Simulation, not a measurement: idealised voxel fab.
Process module heading - voxel transistor to metal
Section cut is 175 nm wide and gridded with 5 nm square cells.
Bands, listed from the top down, are how a cross-section gets written in this document; the cross-section itself is a grid of square cells, and a band is one or more rows of them.
Top, bottom (nm), then materials left to right with widths (nm); lone material tagged "edge to edge" fills the whole band edge to edge; "air" = empty space.
The reference from which all heights are counted is 0, the level beneath which the as-received wafer is entirely one material; the lowest band, having no lower bound, proceeds downward and is written after the example "z 0 and below".
The notation "30 to 40" denotes a width that varies across the rows of cells in the band, beginning at the first number in the top row, finishing at the second number in the bottom row, and changing by an identical amount from each row to the next.
For the purposes of this document, the phrase "nothing was modified" attached to a step denotes that no cell within the cross-section was modified by that step.
Look at "closed voids" for the closed voids: empty spaces with no open path to the top, sized 8 cells or up. Each is width x height at distance, distance from the left edge, all nm.
Heads up: the bit after the settings on a step's line is the simulator's remark on that step.
overlay nm: where the mask lay relative to plan, measured to the right, on steps with a mask; negatives go left.

-- Steps planned for the process
1,RECEIVE with material Si
2,OXIDIZE with depth nm 5
3,CONFORMAL_DEP with material SiN, thk nm 15
4,MASKED_ETCH with tone cover, mask id ACTIVE, width nm 135, etch materials SiN, depth nm 15, overlay nm 0
5,MASKED_ETCH with tone cover, mask id ACTIVE, width nm 135, etch materials SiO2, depth nm 5, overlay nm 0
6,MASKED_ETCH with tone cover, mask id ACTIVE, width nm 135, etch materials Si, depth nm 30, overlay nm 0
7,FILL_DEP with material SiO2, thk nm 10
8,CMP with height nm 15
9,SELECTIVE_ETCH with etch materials SiO2, depth nm 5
10,STRIP with etch materials SiN
11,SELECTIVE_ETCH with etch materials SiO2, depth nm 5
12,OXIDIZE with depth nm 5
13,DIRECTIONAL_DEP with material polySi, thk nm 25
14,DIRECTIONAL_DEP with material SiCN, thk nm 15
15,PATTERN with tone cover, mask id GATE, material resist, width nm 35, thk nm 20, overlay nm 0
16,DIRECTIONAL_ETCH with etch materials SiCN, depth nm 25
17,DIRECTIONAL_ETCH with etch materials polySi, depth nm 35
18,STRIP with etch materials resist
19,CONFORMAL_DEP with material SiO2, thk nm 5
20,DIRECTIONAL_ETCH with etch materials SiO2, depth nm 5
21,CONFORMAL_DEP with material SiN, thk nm 5
22,DIRECTIONAL_ETCH with etch materials SiN, depth nm 5
23,DIRECTIONAL_ETCH with etch materials SiO2, depth nm 5
24,DIRECTIONAL_ETCH with etch materials Si, depth nm 5
25,EPI with material SiGe, thk nm 10
26,FILL_DEP with material SiO2, thk nm 10
27,CMP with height nm 20
28,STRIP with etch materials polySi
29,SELECTIVE_ETCH with etch materials SiO2, depth nm 5
30,CONFORMAL_DEP with material HfO2, thk nm 5
31,CONFORMAL_DEP with material TiN, thk nm 5
32,FILL_DEP with material W, thk nm 5
33,CMP with height nm 15
34,DIRECTIONAL_DEP with material SiO2, thk nm 10
35,MASKED_ETCH with tone open, mask id CONTACT, width nm 20, pitch nm 95, etch materials SiO2, depth nm 30, overlay nm 0
36,CONFORMAL_DEP with material TiN, thk nm 5
37,FILL_DEP with material Ru, thk nm 10
38,CMP with height nm 25
39,DIRECTIONAL_DEP with material TiN, thk nm 5
40,DIRECTIONAL_DEP with material Ru, thk nm 20
41,DIRECTIONAL_DEP with material aC, thk nm 10
42,PATTERN with tone cover, mask id METAL_1, material resist, width nm 20, pitch nm 95, thk nm 30, overlay nm 0
43,DIRECTIONAL_ETCH with etch materials aC, depth nm 10
44,STRIP with etch materials resist
45,DIRECTIONAL_ETCH with etch materials Ru, depth nm 20
46,DIRECTIONAL_ETCH with etch materials TiN, depth nm 5
47,STRIP with etch materials aC
48,FILL_DEP with material SiO2, thk nm 5
49,CMP with height nm 50
50,CONFORMAL_DEP with material SiCN, thk nm 5
51,DIRECTIONAL_DEP with material lowk, thk nm 30
52,MASKED_ETCH with tone open, mask id METAL_2, width nm 20, pitch nm 95, etch materials lowk, depth nm 20, overlay nm 0
53,PATTERN with tone open, mask id METAL_2_HOLES, material resist, width nm 15, pitch nm 95, thk nm 15, overlay nm 0
54,DIRECTIONAL_ETCH with etch materials lowk, depth nm 10
55,DIRECTIONAL_ETCH with etch materials SiCN, depth nm 5
56,STRIP with etch materials resist
57,CONFORMAL_DEP with material TiN, thk nm 5
58,FILL_DEP with material Cu, thk nm 5
59,CMP with height nm 85
60,CONFORMAL_DEP with material SiN, thk nm 5

-- First of two wafers: run as planned

-- As-received wafer cross-section (after step 1)
z 0 and below  Si edge to edge
closed voids: none

-- Cross-section through the wafer, step 2 finished
z 0 to -5  SiO2 edge to edge
Beneath the level -5, the cross-section is identical to its previous state.

-- Cross-section through the wafer, step 3 finished
z 15 to 0  SiN edge to edge
Beneath the level 0, the cross-section is identical to its previous state.

-- Cross-section through the wafer, step 4 finished
z 15 to 0  20 air / 135 SiN / 20 air
Beneath the level 0, the cross-section is identical to its previous state.

-- Cross-section through the wafer, step 5 finished
z 15 to 0  20 air / 135 SiN / 20 air
z 0 to -5  20 air / 135 SiO2 / 20 air
Beneath the level -5, the cross-section is identical to its previous state.

-- Cross-section through the wafer, step 6 finished
z 15 to 0  20 air / 135 SiN / 20 air
z 0 to -5  20 air / 135 SiO2 / 20 air
z -5 to -35  20 air / 135 Si / 20 air
Beneath the level -35, the cross-section is identical to its previous state.

-- Cross-section through the wafer, step 7 finished
z 25 to 15  SiO2 edge to edge
z 15 to 0  20 SiO2 / 135 SiN / 20 SiO2
z 0 to -5  SiO2 edge to edge
z -5 to -35  20 SiO2 / 135 Si / 20 SiO2
Beneath the level -35, the cross-section is identical to its previous state.

-- Cross-section through the wafer, step 8 finished
z 15 to 0  20 SiO2 / 135 SiN / 20 SiO2
Beneath the level 0, the cross-section is identical to its previous state.

-- Cross-section through the wafer, step 9 finished
z 15 to 10  20 air / 135 SiN / 20 air
Beneath the level 10, the cross-section is identical to its previous state.

-- Cross-section through the wafer, step 10 finished
z 10 to 0  20 SiO2 / 135 air / 20 SiO2
Beneath the level 0, the cross-section is identical to its previous state.

-- Cross-section through the wafer, step 11 finished
z 5 to -5  15 SiO2 / 145 air / 15 SiO2
Beneath the level -5, the cross-section is identical to its previous state.

-- Cross-section through the wafer, step 12 finished
z 5 to -5  15 SiO2 / 145 air / 15 SiO2
z -5 to -10  SiO2 edge to edge
Beneath the level -10, the cross-section is identical to its previous state.

-- Cross-section through the wafer, step 13 finished
z 30 to 20  15 polySi / 145 air / 15 polySi
z 20 to 5  polySi edge to edge
z 5 to -5  15 SiO2 / 145 polySi / 15 SiO2
Beneath the level -5, the cross-section is identical to its previous state.

-- Cross-section through the wafer, step 14 finished
z 45 to 35  15 SiCN / 145 air / 15 SiCN
z 35 to 30  SiCN edge to edge
z 30 to 20  15 polySi / 145 SiCN / 15 polySi
Beneath the level 20, the cross-section is identical to its previous state.

-- Cross-section through the wafer, step 15 finished
z 65 to 45  70 air / 35 resist / 70 air
z 45 to 35  15 SiCN / 55 air / 35 resist / 55 air / 15 SiCN
Beneath the level 35, the cross-section is identical to its previous state.

-- Cross-section through the wafer, step 16 finished
z 65 to 35  70 air / 35 resist / 70 air
z 35 to 30  70 air / 35 SiCN / 70 air
z 30 to 20  15 polySi / 55 air / 35 SiCN / 55 air / 15 polySi
Beneath the level 20, the cross-section is identical to its previous state.

-- Cross-section through the wafer, step 17 finished
z 65 to 35  70 air / 35 resist / 70 air
z 35 to 20  70 air / 35 SiCN / 70 air
z 20 to 5  70 air / 35 polySi / 70 air
z 5 to -5  15 SiO2 / 55 air / 35 polySi / 55 air / 15 SiO2
Beneath the level -5, the cross-section is identical to its previous state.

-- Cross-section through the wafer, step 18 finished
z 35 to 20  70 air / 35 SiCN / 70 air
Beneath the level 20, the cross-section is identical to its previous state.

-- Cross-section through the wafer, step 19 finished
z 40 to 35  65 air / 45 SiO2 / 65 air
z 35 to 20  65 air / 5 SiO2 / 35 SiCN / 5 SiO2 / 65 air
z 20 to 10  65 air / 5 SiO2 / 35 polySi / 5 SiO2 / 65 air
z 10 to 0  20 SiO2 / 45 air / 5 SiO2 / 35 polySi / 5 SiO2 / 45 air / 20 SiO2
z 0 to -5  70 SiO2 / 35 polySi / 70 SiO2
Beneath the level -5, the cross-section is identical to its previous state.

-- Cross-section through the wafer, step 20 finished
z 35 to 20  65 air / 5 SiO2 / 35 SiCN / 5 SiO2 / 65 air
z 20 to 5  65 air / 5 SiO2 / 35 polySi / 5 SiO2 / 65 air
z 5 to -5  20 SiO2 / 45 air / 5 SiO2 / 35 polySi / 5 SiO2 / 45 air / 20 SiO2
Beneath the level -5, the cross-section is identical to its previous state.

-- Cross-section through the wafer, step 21 finished
z 40 to 35  60 air / 55 SiN / 60 air
z 35 to 20  60 air / 5 SiN / 5 SiO2 / 35 SiCN / 5 SiO2 / 5 SiN / 60 air
z 20 to 10  60 air / 5 SiN / 5 SiO2 / 35 polySi / 5 SiO2 / 5 SiN / 60 air
z 10 to 5  25 SiN / 35 air / 5 SiN / 5 SiO2 / 35 polySi / 5 SiO2 / 5 SiN / 35 air / 25 SiN
z 5 to 0  20 SiO2 / 5 SiN / 35 air / 5 SiN / 5 SiO2 / 35 polySi / 5 SiO2 / 5 SiN / 35 air / 5 SiN / 20 SiO2
z 0 to -5  20 SiO2 / 45 SiN / 5 SiO2 / 35 polySi / 5 SiO2 / 45 SiN / 20 SiO2
Beneath the level -5, the cross-section is identical to its previous state.

-- Cross-section through the wafer, step 22 finished
z 35 to 20  60 air / 5 SiN / 5 SiO2 / 35 SiCN / 5 SiO2 / 5 SiN / 60 air
z 20 to 5  60 air / 5 SiN / 5 SiO2 / 35 polySi / 5 SiO2 / 5 SiN / 60 air
z 5 to -5  20 SiO2 / 5 SiN / 35 air / 5 SiN / 5 SiO2 / 35 polySi / 5 SiO2 / 5 SiN / 35 air / 5 SiN / 20 SiO2
Beneath the level -5, the cross-section is identical to its previous state.

-- Cross-section through the wafer, step 23 finished
z 35 to 30  60 air / 5 SiN / 5 air / 35 SiCN / 5 air / 5 SiN / 60 air
z 30 to 20  60 air / 5 SiN / 5 SiO2 / 35 SiCN / 5 SiO2 / 5 SiN / 60 air
z 20 to 5  60 air / 5 SiN / 5 SiO2 / 35 polySi / 5 SiO2 / 5 SiN / 60 air
z 5 to 0  20 air / 5 SiN / 35 air / 5 SiN / 5 SiO2 / 35 polySi / 5 SiO2 / 5 SiN / 35 air / 5 SiN / 20 air
z 0 to -5  20 SiO2 / 5 SiN / 35 air / 5 SiN / 5 SiO2 / 35 polySi / 5 SiO2 / 5 SiN / 35 air / 5 SiN / 20 SiO2
z -5 to -10  25 SiO2 / 35 air / 55 SiO2 / 35 air / 25 SiO2
Beneath the level -10, the cross-section is identical to its previous state.

-- Cross-section through the wafer, step 24 finished
z 35 to 30  60 air / 5 SiN / 5 air / 35 SiCN / 5 air / 5 SiN / 60 air
z 30 to 20  60 air / 5 SiN / 5 SiO2 / 35 SiCN / 5 SiO2 / 5 SiN / 60 air
z 20 to 5  60 air / 5 SiN / 5 SiO2 / 35 polySi / 5 SiO2 / 5 SiN / 60 air
z 5 to 0  20 air / 5 SiN / 35 air / 5 SiN / 5 SiO2 / 35 polySi / 5 SiO2 / 5 SiN / 35 air / 5 SiN / 20 air
z 0 to -5  20 SiO2 / 5 SiN / 35 air / 5 SiN / 5 SiO2 / 35 polySi / 5 SiO2 / 5 SiN / 35 air / 5 SiN / 20 SiO2
z -5 to -10  25 SiO2 / 35 air / 55 SiO2 / 35 air / 25 SiO2
z -10 to -15  20 SiO2 / 5 Si / 35 air / 55 Si / 35 air / 5 Si / 20 SiO2
Beneath the level -15, the cross-section is identical to its previous state.

-- Cross-section through the wafer, step 25 finished
z 35 to 30  60 air / 5 SiN / 5 air / 35 SiCN / 5 air / 5 SiN / 60 air
z 30 to 20  60 air / 5 SiN / 5 SiO2 / 35 SiCN / 5 SiO2 / 5 SiN / 60 air
z 20 to 5  60 air / 5 SiN / 5 SiO2 / 35 polySi / 5 SiO2 / 5 SiN / 60 air
z 5 to 0  20 air / 5 SiN / 35 air / 5 SiN / 5 SiO2 / 35 polySi / 5 SiO2 / 5 SiN / 35 air / 5 SiN / 20 air
z 0 to -5  20 SiO2 / 5 SiN / 10 SiGe / 15 air / 10 SiGe / 5 SiN / 5 SiO2 / 35 polySi / 5 SiO2 / 5 SiN / 10 SiGe / 15 air / 10 SiGe / 5 SiN / 20 SiO2
z -5 to -10  25 SiO2 / 35 SiGe / 55 SiO2 / 35 SiGe / 25 SiO2
z -10 to -15  20 SiO2 / 5 Si / 35 SiGe / 55 Si / 35 SiGe / 5 Si / 20 SiO2
Beneath the level -15, the cross-section is identical to its previous state.

-- Cross-section through the wafer, step 26 finished
z 45 to 35  SiO2 edge to edge
z 35 to 20  60 SiO2 / 5 SiN / 5 SiO2 / 35 SiCN / 5 SiO2 / 5 SiN / 60 SiO2
z 20 to 5  60 SiO2 / 5 SiN / 5 SiO2 / 35 polySi / 5 SiO2 / 5 SiN / 60 SiO2
z 5 to 0  20 SiO2 / 5 SiN / 35 SiO2 / 5 SiN / 5 SiO2 / 35 polySi / 5 SiO2 / 5 SiN / 35 SiO2 / 5 SiN / 20 SiO2
z 0 to -5  20 SiO2 / 5 SiN / 10 SiGe / 15 SiO2 / 10 SiGe / 5 SiN / 5 SiO2 / 35 polySi / 5 SiO2 / 5 SiN / 10 SiGe / 15 SiO2 / 10 SiGe / 5 SiN / 20 SiO2
Beneath the level -5, the cross-section is identical to its previous state.

-- Cross-section through the wafer, step 27 finished
z 20 to 5  60 SiO2 / 5 SiN / 5 SiO2 / 35 polySi / 5 SiO2 / 5 SiN / 60 SiO2
Beneath the level 5, the cross-section is identical to its previous state.

-- Cross-section through the wafer, step 28 finished
z 20 to 5  60 SiO2 / 5 SiN / 5 SiO2 / 35 air / 5 SiO2 / 5 SiN / 60 SiO2
z 5 to 0  20 SiO2 / 5 SiN / 35 SiO2 / 5 SiN / 5 SiO2 / 35 air / 5 SiO2 / 5 SiN / 35 SiO2 / 5 SiN / 20 SiO2
z 0 to -5  20 SiO2 / 5 SiN / 10 SiGe / 15 SiO2 / 10 SiGe / 5 SiN / 5 SiO2 / 35 air / 5 SiO2 / 5 SiN / 10 SiGe / 15 SiO2 / 10 SiGe / 5 SiN / 20 SiO2
Beneath the level -5, the cross-section is identical to its previous state.

-- Cross-section through the wafer, step 29 finished
z 20 to 15  60 air / 5 SiN / 45 air / 5 SiN / 60 air
z 15 to 5  60 SiO2 / 5 SiN / 45 air / 5 SiN / 60 SiO2
z 5 to 0  20 SiO2 / 5 SiN / 35 SiO2 / 5 SiN / 45 air / 5 SiN / 35 SiO2 / 5 SiN / 20 SiO2
z 0 to -5  20 SiO2 / 5 SiN / 10 SiGe / 15 SiO2 / 10 SiGe / 5 SiN / 45 air / 5 SiN / 10 SiGe / 15 SiO2 / 10 SiGe / 5 SiN / 20 SiO2
z -5 to -10  25 SiO2 / 35 SiGe / 5 SiO2 / 45 air / 5 SiO2 / 35 SiGe / 25 SiO2
Beneath the level -10, the cross-section is identical to its previous state.

-- Cross-section through the wafer, step 30 finished
z 25 to 20  55 air / 15 HfO2 / 35 air / 15 HfO2 / 55 air
z 20 to 15  60 HfO2 / 5 SiN / 5 HfO2 / 35 air / 5 HfO2 / 5 SiN / 60 HfO2
z 15 to 5  60 SiO2 / 5 SiN / 5 HfO2 / 35 air / 5 HfO2 / 5 SiN / 60 SiO2
z 5 to 0  20 SiO2 / 5 SiN / 35 SiO2 / 5 SiN / 5 HfO2 / 35 air / 5 HfO2 / 5 SiN / 35 SiO2 / 5 SiN / 20 SiO2
z 0 to -5  20 SiO2 / 5 SiN / 10 SiGe / 15 SiO2 / 10 SiGe / 5 SiN / 5 HfO2 / 35 air / 5 HfO2 / 5 SiN / 10 SiGe / 15 SiO2 / 10 SiGe / 5 SiN / 20 SiO2
z -5 to -10  25 SiO2 / 35 SiGe / 5 SiO2 / 45 HfO2 / 5 SiO2 / 35 SiGe / 25 SiO2
Beneath the level -10, the cross-section is identical to its previous state.

-- Cross-section through the wafer, step 31 finished
z 30 to 25  50 air / 25 TiN / 25 air / 25 TiN / 50 air
z 25 to 20  55 TiN / 15 HfO2 / 5 TiN / 25 air / 5 TiN / 15 HfO2 / 55 TiN
z 20 to 15  60 HfO2 / 5 SiN / 5 HfO2 / 5 TiN / 25 air / 5 TiN / 5 HfO2 / 5 SiN / 60 HfO2
z 15 to 5  60 SiO2 / 5 SiN / 5 HfO2 / 5 TiN / 25 air / 5 TiN / 5 HfO2 / 5 SiN / 60 SiO2
z 5 to 0  20 SiO2 / 5 SiN / 35 SiO2 / 5 SiN / 5 HfO2 / 5 TiN / 25 air / 5 TiN / 5 HfO2 / 5 SiN / 35 SiO2 / 5 SiN / 20 SiO2
z 0 to -5  20 SiO2 / 5 SiN / 10 SiGe / 15 SiO2 / 10 SiGe / 5 SiN / 5 HfO2 / 35 TiN / 5 HfO2 / 5 SiN / 10 SiGe / 15 SiO2 / 10 SiGe / 5 SiN / 20 SiO2
Beneath the level -5, the cross-section is identical to its previous state.

-- Cross-section through the wafer, step 32 finished
z 35 to 30  W edge to edge
z 30 to 25  50 W / 25 TiN / 25 W / 25 TiN / 50 W
z 25 to 20  55 TiN / 15 HfO2 / 5 TiN / 25 W / 5 TiN / 15 HfO2 / 55 TiN
z 20 to 15  60 HfO2 / 5 SiN / 5 HfO2 / 5 TiN / 25 W / 5 TiN / 5 HfO2 / 5 SiN / 60 HfO2
z 15 to 5  60 SiO2 / 5 SiN / 5 HfO2 / 5 TiN / 25 W / 5 TiN / 5 HfO2 / 5 SiN / 60 SiO2
z 5 to 0  20 SiO2 / 5 SiN / 35 SiO2 / 5 SiN / 5 HfO2 / 5 TiN / 25 W / 5 TiN / 5 HfO2 / 5 SiN / 35 SiO2 / 5 SiN / 20 SiO2
Beneath the level 0, the cross-section is identical to its previous state.

-- Cross-section through the wafer, step 33 finished
z 15 to 5  60 SiO2 / 5 SiN / 5 HfO2 / 5 TiN / 25 W / 5 TiN / 5 HfO2 / 5 SiN / 60 SiO2
Beneath the level 5, the cross-section is identical to its previous state.

-- Cross-section through the wafer, step 34 finished
z 25 to 15  SiO2 edge to edge
Beneath the level 15, the cross-section is identical to its previous state.

-- Cross-section through the wafer, step 35 finished
z 25 to 15  30 SiO2 / 20 air / 75 SiO2 / 20 air / 30 SiO2
z 15 to 5  30 SiO2 / 20 air / 10 SiO2 / 5 SiN / 5 HfO2 / 5 TiN / 25 W / 5 TiN / 5 HfO2 / 5 SiN / 10 SiO2 / 20 air / 30 SiO2
z 5 to 0  20 SiO2 / 5 SiN / 5 SiO2 / 20 air / 10 SiO2 / 5 SiN / 5 HfO2 / 5 TiN / 25 W / 5 TiN / 5 HfO2 / 5 SiN / 10 SiO2 / 20 air / 5 SiO2 / 5 SiN / 20 SiO2
z 0 to -5  20 SiO2 / 5 SiN / 10 SiGe / 15 air / 10 SiGe / 5 SiN / 5 HfO2 / 35 TiN / 5 HfO2 / 5 SiN / 10 SiGe / 15 air / 10 SiGe / 5 SiN / 20 SiO2
Beneath the level -5, the cross-section is identical to its previous state.

-- Cross-section through the wafer, step 36 finished
z 30 to 25  35 TiN / 10 air / 85 TiN / 10 air / 35 TiN
z 25 to 15  30 SiO2 / 5 TiN / 10 air / 5 TiN / 75 SiO2 / 5 TiN / 10 air / 5 TiN / 30 SiO2
z 15 to 5  30 SiO2 / 5 TiN / 10 air / 5 TiN / 10 SiO2 / 5 SiN / 5 HfO2 / 5 TiN / 25 W / 5 TiN / 5 HfO2 / 5 SiN / 10 SiO2 / 5 TiN / 10 air / 5 TiN / 30 SiO2
z 5 to 0  20 SiO2 / 5 SiN / 5 SiO2 / 10 TiN / 5 air / 5 TiN / 10 SiO2 / 5 SiN / 5 HfO2 / 5 TiN / 25 W / 5 TiN / 5 HfO2 / 5 SiN / 10 SiO2 / 5 TiN / 5 air / 10 TiN / 5 SiO2 / 5 SiN / 20 SiO2
z 0 to -5  20 SiO2 / 5 SiN / 10 SiGe / 15 TiN / 10 SiGe / 5 SiN / 5 HfO2 / 35 TiN / 5 HfO2 / 5 SiN / 10 SiGe / 15 TiN / 10 SiGe / 5 SiN / 20 SiO2
Beneath the level -5, the cross-section is identical to its previous state.

-- Cross-section through the wafer, step 37 finished
z 40 to 30  Ru edge to edge
z 30 to 25  35 TiN / 10 Ru / 85 TiN / 10 Ru / 35 TiN
z 25 to 15  30 SiO2 / 5 TiN / 10 Ru / 5 TiN / 75 SiO2 / 5 TiN / 10 Ru / 5 TiN / 30 SiO2
z 15 to 5  30 SiO2 / 5 TiN / 10 Ru / 5 TiN / 10 SiO2 / 5 SiN / 5 HfO2 / 5 TiN / 25 W / 5 TiN / 5 HfO2 / 5 SiN / 10 SiO2 / 5 TiN / 10 Ru / 5 TiN / 30 SiO2
z 5 to 0  20 SiO2 / 5 SiN / 5 SiO2 / 10 TiN / 5 Ru / 5 TiN / 10 SiO2 / 5 SiN / 5 HfO2 / 5 TiN / 25 W / 5 TiN / 5 HfO2 / 5 SiN / 10 SiO2 / 5 TiN / 5 Ru / 10 TiN / 5 SiO2 / 5 SiN / 20 SiO2
Beneath the level 0, the cross-section is identical to its previous state.

-- Cross-section through the wafer, step 38 finished
z 25 to 15  30 SiO2 / 5 TiN / 10 Ru / 5 TiN / 75 SiO2 / 5 TiN / 10 Ru / 5 TiN / 30 SiO2
Beneath the level 15, the cross-section is identical to its previous state.

-- Cross-section through the wafer, step 39 finished
z 30 to 25  TiN edge to edge
Beneath the level 25, the cross-section is identical to its previous state.

-- Cross-section through the wafer, step 40 finished
z 50 to 30  Ru edge to edge
Beneath the level 30, the cross-section is identical to its previous state.

-- Cross-section through the wafer, step 41 finished
z 60 to 50  aC edge to edge
Beneath the level 50, the cross-section is identical to its previous state.

-- Cross-section through the wafer, step 42 finished
z 90 to 60  30 air / 20 resist / 75 air / 20 resist / 30 air
Beneath the level 60, the cross-section is identical to its previous state.

-- Cross-section through the wafer, step 43 finished
z 80 to 60  30 air / 20 resist / 75 air / 20 resist / 30 air
z 60 to 50  30 air / 20 aC / 75 air / 20 aC / 30 air
Beneath the level 50, the cross-section is identical to its previous state.

-- Cross-section through the wafer, step 44 finished
z 60 to 50  30 air / 20 aC / 75 air / 20 aC / 30 air
Beneath the level 50, the cross-section is identical to its previous state.

-- Cross-section through the wafer, step 45 finished
z 60 to 50  30 air / 20 aC / 75 air / 20 aC / 30 air
z 50 to 30  30 air / 20 Ru / 75 air / 20 Ru / 30 air
Beneath the level 30, the cross-section is identical to its previous state.

-- Cross-section through the wafer, step 46 finished
z 60 to 50  30 air / 20 aC / 75 air / 20 aC / 30 air
z 50 to 30  30 air / 20 Ru / 75 air / 20 Ru / 30 air
z 30 to 25  30 air / 20 TiN / 75 air / 20 TiN / 30 air
Beneath the level 25, the cross-section is identical to its previous state.

-- Cross-section through the wafer, step 47 finished
z 50 to 30  30 air / 20 Ru / 75 air / 20 Ru / 30 air
Beneath the level 30, the cross-section is identical to its previous state.

-- Cross-section through the wafer, step 48 finished
z 55 to 50  SiO2 edge to edge
z 50 to 30  30 SiO2 / 20 Ru / 75 SiO2 / 20 Ru / 30 SiO2
z 30 to 25  30 SiO2 / 20 TiN / 75 SiO2 / 20 TiN / 30 SiO2
Beneath the level 25, the cross-section is identical to its previous state.

-- Cross-section through the wafer, step 49 finished
z 50 to 30  30 SiO2 / 20 Ru / 75 SiO2 / 20 Ru / 30 SiO2
Beneath the level 30, the cross-section is identical to its previous state.

-- Cross-section through the wafer, step 50 finished
z 55 to 50  SiCN edge to edge
Beneath the level 50, the cross-section is identical to its previous state.

-- Cross-section through the wafer, step 51 finished
z 85 to 55  lowk edge to edge
Beneath the level 55, the cross-section is identical to its previous state.

-- Cross-section through the wafer, step 52 finished
z 85 to 65  30 lowk / 20 air / 75 lowk / 20 air / 30 lowk
Beneath the level 65, the cross-section is identical to its previous state.

-- Cross-section through the wafer, step 53 finished
z 100 to 85  30 resist / 15 air / 80 resist / 15 air / 35 resist
z 85 to 65  30 lowk / 15 air / 5 resist / 75 lowk / 15 air / 5 resist / 30 lowk
Beneath the level 65, the cross-section is identical to its previous state.

-- Cross-section through the wafer, step 54 finished
z 100 to 85  30 resist / 15 air / 80 resist / 15 air / 35 resist
z 85 to 65  30 lowk / 15 air / 5 resist / 75 lowk / 15 air / 5 resist / 30 lowk
z 65 to 55  30 lowk / 15 air / 80 lowk / 15 air / 35 lowk
Beneath the level 55, the cross-section is identical to its previous state.

-- Cross-section through the wafer, step 55 finished
z 100 to 85  30 resist / 15 air / 80 resist / 15 air / 35 resist
z 85 to 65  30 lowk / 15 air / 5 resist / 75 lowk / 15 air / 5 resist / 30 lowk
z 65 to 55  30 lowk / 15 air / 80 lowk / 15 air / 35 lowk
z 55 to 50  30 SiCN / 15 air / 80 SiCN / 15 air / 35 SiCN
Beneath the level 50, the cross-section is identical to its previous state.

-- Cross-section through the wafer, step 56 finished
z 85 to 65  30 lowk / 20 air / 75 lowk / 20 air / 30 lowk
Beneath the level 65, the cross-section is identical to its previous state.

-- Cross-section through the wafer, step 57 finished
z 90 to 85  35 TiN / 10 air / 85 TiN / 10 air / 35 TiN
z 85 to 70  30 lowk / 5 TiN / 10 air / 5 TiN / 75 lowk / 5 TiN / 10 air / 5 TiN / 30 lowk
z 70 to 65  30 lowk / 5 TiN / 5 air / 10 TiN / 75 lowk / 5 TiN / 5 air / 10 TiN / 30 lowk
z 65 to 55  30 lowk / 5 TiN / 5 air / 5 TiN / 80 lowk / 5 TiN / 5 air / 5 TiN / 35 lowk
z 55 to 50  30 SiCN / 15 TiN / 80 SiCN / 15 TiN / 35 SiCN
Beneath the level 50, the cross-section is identical to its previous state.

-- Cross-section through the wafer, step 58 finished
z 95 to 90  Cu edge to edge
z 90 to 85  35 TiN / 10 Cu / 85 TiN / 10 Cu / 35 TiN
z 85 to 70  30 lowk / 5 TiN / 10 Cu / 5 TiN / 75 lowk / 5 TiN / 10 Cu / 5 TiN / 30 lowk
z 70 to 65  30 lowk / 5 TiN / 5 Cu / 10 TiN / 75 lowk / 5 TiN / 5 Cu / 10 TiN / 30 lowk
z 65 to 55  30 lowk / 5 TiN / 5 Cu / 5 TiN / 80 lowk / 5 TiN / 5 Cu / 5 TiN / 35 lowk
Beneath the level 55, the cross-section is identical to its previous state.

-- Cross-section through the wafer, step 59 finished
z 85 to 70  30 lowk / 5 TiN / 10 Cu / 5 TiN / 75 lowk / 5 TiN / 10 Cu / 5 TiN / 30 lowk
Beneath the level 70, the cross-section is identical to its previous state.

-- Cross-section through the wafer, step 60 finished
z 90 to 85  SiN edge to edge
Beneath the level 85, the cross-section is identical to its previous state.

-- Second Wafer (Identical Start and Plan, One Processing Error; Matches First Wafer Through Step 52)

Second wafer cross-section, taken as of the time the plan sets for step 53 to be done: nothing was modified

-- Second wafer cross-section, taken as of the time the plan sets for step 54 to be done
z 75 to 55  30 lowk / 20 air / 75 lowk / 20 air / 30 lowk
Beneath the level 55, the cross-section is identical to its previous state.

-- Second wafer cross-section, taken as of the time the plan sets for step 55 to be done
z 75 to 55  30 lowk / 20 air / 75 lowk / 20 air / 30 lowk
z 55 to 50  30 SiCN / 20 air / 75 SiCN / 20 air / 30 SiCN
Beneath the level 50, the cross-section is identical to its previous state.

Second wafer cross-section, taken as of the time the plan sets for step 56 to be done: nothing was modified

-- Second wafer cross-section, taken as of the time the plan sets for step 57 to be done
z 80 to 75  35 TiN / 10 air / 85 TiN / 10 air / 35 TiN
z 75 to 55  30 lowk / 5 TiN / 10 air / 5 TiN / 75 lowk / 5 TiN / 10 air / 5 TiN / 30 lowk
z 55 to 50  30 SiCN / 20 TiN / 75 SiCN / 20 TiN / 30 SiCN
Beneath the level 50, the cross-section is identical to its previous state.

-- Second wafer cross-section, taken as of the time the plan sets for step 58 to be done
z 85 to 80  Cu edge to edge
z 80 to 75  35 TiN / 10 Cu / 85 TiN / 10 Cu / 35 TiN
z 75 to 55  30 lowk / 5 TiN / 10 Cu / 5 TiN / 75 lowk / 5 TiN / 10 Cu / 5 TiN / 30 lowk
Beneath the level 55, the cross-section is identical to its previous state.

Second wafer cross-section, taken as of the time the plan sets for step 59 to be done: nothing was modified

-- Second wafer cross-section, taken as of the time the plan sets for step 60 to be done
z 90 to 85  SiN edge to edge
Beneath the level 85, the cross-section is identical to its previous state.
Heads up, the wafer didn't run the way we planned it: skipped: plan step 53 (never run)
Wrapping up, a cell-based count of both wafers puts the second over or under the first for these materials: Cu +37; SiCN -2; TiN +23; lowk -58
